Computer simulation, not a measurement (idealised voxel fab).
process module | voxel air gaps
cross-section cut | 280 nm wide | cells 5 nm
A cross-section is a grid of square cells, given in bands from the top down. A band is one or more rows of cells.
Each band's line starts with the height of the band's top and of its bottom, in nm. Then come its materials from left to right, each with its width in nm. One material with "throughout" fills the band from edge to edge. "air" is empty space.
Height 0 is the level under which the wafer as received is all one material. The lowest band goes on downwards, as in "0 down".
A width such as "30 to 40" changes by the same amount from each row of cells to the next, from the band's top row to its bottom row.
"no change" after a step means that no cell of the cross-section changed.
closed voids: empty space of 8 cells or more with no open way to the top, each as width x height at its distance from the left edge, in nm
after a step's settings: what the simulator itself notes on the step
overlay nm, on a step with a mask: how far to the right of its planned place the mask lay; to the left if negative
plan
1 op RECEIVE | material Si
2 op CONFORMAL_DEP | material SiO2 | thk nm 10
3 op CONFORMAL_DEP | material SiCN | thk nm 5
4 op DIRECTIONAL_DEP | material lowk | thk nm 30
5 op PATTERN | tone open | mask id LINES | material resist | width nm 20 | pitch nm 45 | thk nm 15 | overlay nm 0
6 op DIRECTIONAL_ETCH | etch materials lowk | depth nm 30
7 op STRIP | etch materials resist
8 op CONFORMAL_DEP | material TiN | thk nm 5
9 op FILL_DEP | material Cu | thk nm 5
10 op CMP | height nm 45
11 op EPI | material Ru | thk nm 10
12 op SELECTIVE_ETCH | etch materials lowk | depth nm 40
13 op CONFORMAL_DEP | material SiCN | thk nm 5
as received, after step 1
  0 down: Si throughout
  closed voids: none
first wafer at the end, as planned
  60 to 55: air 45 | SiCN 185 | air 50
  55 to 45: air 45 | SiCN 5 | Ru 40 | SiCN 5 | Ru 40 | SiCN 5 | Ru 40 | SiCN 5 | Ru 40 | SiCN 5 | air 50
  45 to 40: air 45 | SiCN 15 | TiN 5 | Cu 10 | TiN 5 | SiCN 25 | TiN 5 | Cu 10 | TiN 5 | SiCN 25 | TiN 5 | Cu 10 | TiN 5 | SiCN 25 | TiN 5 | Cu 10 | TiN 5 | SiCN 15 | air 50
  40 to 20: air 55 | SiCN 5 | TiN 5 | Cu 10 | TiN 5 | SiCN 5 | air 15 | SiCN 5 | TiN 5 | Cu 10 | TiN 5 | SiCN 5 | air 15 | SiCN 5 | TiN 5 | Cu 10 | TiN 5 | SiCN 5 | air 15 | SiCN 5 | TiN 5 | Cu 10 | TiN 5 | SiCN 5 | air 60
  20 to 15: SiCN 60 | TiN 20 | SiCN 25 | TiN 20 | SiCN 25 | TiN 20 | SiCN 25 | TiN 20 | SiCN 65
  15 to 10: SiCN throughout
  10 to 0: SiO2 throughout
  0 down: Si throughout
  closed voids: 15 x 20 at 85; 15 x 20 at 130; 15 x 20 at 175
second wafer at the end: like start, like plan, one mistake
  60 to 55: SiCN throughout
  55 to 45: Ru throughout
  45 to 20: Cu 55 | TiN 5 | lowk 20 | TiN 5 | Cu 15 | TiN 5 | lowk 20 | TiN 5 | Cu 15 | TiN 5 | lowk 20 | TiN 5 | Cu 15 | TiN 5 | lowk 20 | TiN 5 | Cu 60
  20 to 15: TiN 60 | lowk 20 | TiN 25 | lowk 20 | TiN 25 | lowk 20 | TiN 25 | lowk 20 | TiN 65
  15 to 10: SiCN throughout
  10 to 0: SiO2 throughout
  0 down: Si throughout
  closed voids: none
what went wrong: step 5 ran as: op PATTERN | tone cover | mask id LINES | material resist | width nm 20 | pitch nm 45 | thk nm 15 | overlay nm 0
at the end the second wafer has, in cells: 120 more of Cu | 48 more of Ru | 84 fewer of SiCN | 24 more of TiN | 96 more of lowk
closed voids at the end (first wafer, second wafer): 3, 0
